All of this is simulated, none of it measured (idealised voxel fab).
Process module, titled voxel plated lines
Displayed cross-section: cut, width of 245 nm, square cells sized 5 nm.
We lay out every cross-section as a grid of square cells and spell it out in bands from the top down, where one band means one or more rows of cells. First you get the band's top height and its bottom height, in nm, and then the materials it's made of, left to right, with each width in nm. If you see a single material with "throughout", that one covers the band edge to edge. "air" is empty space. Note: height 0 marks the level under which the wafer is uniformly one material as received. Lowest band unbounded below, written "z 0 and below". A width given as "30 to 40" starts at the first number in the band's top row and ends at the second number in its bottom row, shifting by an equal amount at every step from row to row. "remained unchanged" after a step means that no cell of the cross-section changed. The list in "Closed empty spaces" covers empty spaces of 8 cells or more that cannot reach the top through any open way, and it gives each as width x height at distance; the distance is from the left edge, and width, height and distance are in nm. Past the settings on a step's line: simulator remark, on that step. On any step carrying a mask, the "overlay nm" setting, if present on the step's line, tells how far right of its planned place the mask lay; negative values point to the left.
### Intended process steps
| 1 | RECEIVE | material Si |
| 2 | CONFORMAL_DEP | material SiO2 | thk nm 5 |
| 3 | DIRECTIONAL_DEP | material TiN | thk nm 5 |
| 4 | PATTERN | tone open | mask id LINES | material resist | width nm 20 | pitch nm 35 | thk nm 40 | overlay nm 0 |
| 5 | EPI | material Ru | thk nm 5 |
| 6 | EPI | material Ru | thk nm 5 |
| 7 | EPI | material Ru | thk nm 5 |
| 8 | STRIP | etch materials resist |
| 9 | DIRECTIONAL_ETCH | etch materials TiN | depth nm 5 |
| 10 | CONFORMAL_DEP | material SiCN | thk nm 10 |
### As-received wafer cross-section (after step 1)
	z 0 and below = Si throughout
	Closed empty spaces: none
### End-of-module cross-section of the first of two wafers, processed as planned
	z 35 to 25 = air 65 nm | SiCN 110 nm | air 70 nm
	z 25 to 15 = air 65 nm | SiCN 10 nm | Ru 20 nm | SiCN 15 nm | Ru 20 nm | SiCN 15 nm | Ru 20 nm | SiCN 10 nm | air 70 nm
	z 15 to 10 = SiCN 75 nm | Ru 20 nm | SiCN 15 nm | Ru 20 nm | SiCN 15 nm | Ru 20 nm | SiCN 80 nm
	z 10 to 5 = SiCN 75 nm | TiN 20 nm | SiCN 15 nm | TiN 20 nm | SiCN 15 nm | TiN 20 nm | SiCN 80 nm
	z 5 to 0 = SiO2 throughout
	z 0 and below = Si throughout
	Closed empty spaces: none
### So this is wafer number two of the two, cut at the end of the module - it started where the first did and had the same plan, we just got one thing wrong running it
	z 35 to 25 = air 70 nm | SiCN 105 nm | air 70 nm
	z 25 to 15 = air 70 nm | SiCN 10 nm | Ru 15 nm | SiCN 20 nm | Ru 15 nm | SiCN 20 nm | Ru 15 nm | SiCN 10 nm | air 70 nm
	z 15 to 10 = SiCN 80 nm | Ru 15 nm | SiCN 20 nm | Ru 15 nm | SiCN 20 nm | Ru 15 nm | SiCN 80 nm
	z 10 to 5 = SiCN 80 nm | TiN 15 nm | SiCN 20 nm | TiN 15 nm | SiCN 20 nm | TiN 15 nm | SiCN 80 nm
	z 5 to 0 = SiO2 throughout
	z 0 and below = Si throughout
	Closed empty spaces: none
What was the processing mistake? not per plan at step 4, really ran PATTERN | tone open | mask id LINES | material resist | width nm 15 | pitch nm 35 | thk nm 40 | overlay nm 0
Wrapping up, a cell-based count of both wafers puts the second over or under the first for these materials: Ru -9 | SiCN +8 | TiN -3
